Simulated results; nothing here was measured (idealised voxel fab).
process module | voxel ribs on slabs
cross-section cut | 165 nm wide | cells 5 nm
A cross-section is a grid of square cells, given in bands from the top down. A band is one or more rows of cells.
Each band's line starts with the height of the band's top and of its bottom, in nm. Then come its materials from left to right, each with its width in nm. One material with "throughout" fills the band from edge to edge. "air" is empty space.
Height 0 is the level under which the wafer as received is all one material. The lowest band goes on downwards, as in "0 down".
A width such as "30 to 40" changes by the same amount from each row of cells to the next, from the band's top row to its bottom row.
"no change" after a step means that no cell of the cross-section changed.
closed voids: empty space of 8 cells or more with no open way to the top, each as width x height at its distance from the left edge, in nm
after a step's settings: what the simulator itself notes on the step
overlay nm, on a step with a mask: how far to the right of its planned place the mask lay; to the left if negative
plan
1 op RECEIVE | material Si
2 op DIRECTIONAL_DEP | material SiO2 | thk nm 20
3 op DIRECTIONAL_DEP | material SiN | thk nm 15
4 op PATTERN | tone cover | mask id RIB | material resist | width nm 15 | thk nm 20 | overlay nm 0
5 op DIRECTIONAL_ETCH | etch materials SiN | depth nm 5
6 op STRIP | etch materials resist
7 op MASKED_ETCH | tone cover | mask id SLAB | width nm 55 | etch materials SiN | depth nm 10 | overlay nm -15
8 op FILL_DEP | material SiO2 | thk nm 25
9 op CMP | height nm 55
10 op DIRECTIONAL_DEP | material TiN | thk nm 10
11 op DIRECTIONAL_DEP | material aC | thk nm 10
12 op PATTERN | tone cover | mask id HEATER | material resist | width nm 25 | thk nm 30 | overlay nm 0
13 op DIRECTIONAL_ETCH | etch materials aC | depth nm 10
14 op STRIP | etch materials resist
15 op DIRECTIONAL_ETCH | etch materials TiN | depth nm 10
16 op STRIP | etch materials aC
17 op CONFORMAL_DEP | material SiO2 | thk nm 10
varied across the wafers: overlay nm of step 7. The plan shows the first wafer's value. All wafers start alike
first wafer as received, after step 1
  0 down: Si throughout
  closed voids: none
each wafer at the end: cells of each material gained (+) or lost (-) since it was received, then its closed voids
overlay nm -15 | +25 SiN | +412 SiO2 | +10 TiN | closed voids: none
overlay nm -10 | +25 SiN | +412 SiO2 | +10 TiN | closed voids: none
overlay nm -5 | +25 SiN | +412 SiO2 | +10 TiN | closed voids: none
overlay nm 0 | +25 SiN | +412 SiO2 | +10 TiN | closed voids: none
overlay nm 5 | +25 SiN | +412 SiO2 | +10 TiN | closed voids: none
overlay nm 10 | +25 SiN | +412 SiO2 | +10 TiN | closed voids: none
overlay nm 15 | +25 SiN | +412 SiO2 | +10 TiN | closed voids: none
